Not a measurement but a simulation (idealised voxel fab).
process module | voxel self aligned contacts
cross-section cut | 290 nm wide | cells 5 nm
A cross-section is a grid of square cells, given in bands from the top down. A band is one or more rows of cells.
Each band's line starts with the height of the band's top and of its bottom, in nm. Then come its materials from left to right, each with its width in nm. One material with "throughout" fills the band from edge to edge. "air" is empty space.
Height 0 is the level under which the wafer as received is all one material. The lowest band goes on downwards, as in "0 down".
A width such as "30 to 40" changes by the same amount from each row of cells to the next, from the band's top row to its bottom row.
"no change" after a step means that no cell of the cross-section changed.
closed voids: empty space of 8 cells or more with no open way to the top, each as width x height at its distance from the left edge, in nm
after a step's settings: what the simulator itself notes on the step
overlay nm, on a step with a mask: how far to the right of its planned place the mask lay; to the left if negative
plan
1 op RECEIVE | material Si
2 op OXIDIZE | depth nm 5
3 op DIRECTIONAL_DEP | material polySi | thk nm 25
4 op DIRECTIONAL_DEP | material SiN | thk nm 20
5 op DIRECTIONAL_DEP | material aC | thk nm 15
6 op PATTERN | tone cover | mask id GATE | material resist | width nm 25 | pitch nm 70 | thk nm 30 | overlay nm 0
7 op DIRECTIONAL_ETCH | etch materials aC | depth nm 15
8 op STRIP | etch materials resist
9 op DIRECTIONAL_ETCH | etch materials SiN | depth nm 20
10 op DIRECTIONAL_ETCH | etch materials polySi | depth nm 25
11 op STRIP | etch materials aC
12 op CONFORMAL_DEP | material SiN | thk nm 10
13 op DIRECTIONAL_ETCH | etch materials SiN | depth nm 10
14 op FILL_DEP | material SiO2 | thk nm 20
15 op CMP | height nm 55
16 op MASKED_ETCH | tone open | mask id CONTACT | width nm 55 | etch materials SiO2 | depth nm 60 | overlay nm 0
17 op CONFORMAL_DEP | material TiN | thk nm 5
18 op FILL_DEP | material W | thk nm 10
19 op CMP | height nm 55
20 op CONFORMAL_DEP | material SiN | thk nm 5
as received, after step 1
  0 down: Si throughout
  closed voids: none
a wafer at the end: this start, this plan, one mistake
  60 to 55: SiN throughout
  55 to 45: SiO2 115 | TiN 5 to 20 | SiN 45 to 15 | TiN 5 to 20 | SiO2 120
  45 to 25: SiO2 85 | SiN 45 | TiN 5 | SiN 15 | TiN 5 | SiN 45 | SiO2 90
  25 to 0: SiO2 85 | SiN 10 | polySi 25 | SiN 10 | TiN 5 | SiN 15 | TiN 5 | SiN 10 | polySi 25 | SiN 10 | SiO2 90
  0 to -5: SiO2 130 | TiN 25 | SiO2 135
  -5 down: Si throughout
  closed voids: none
what went wrong: step 18 ran as: op FILL_DEP | material SiN | thk nm 10
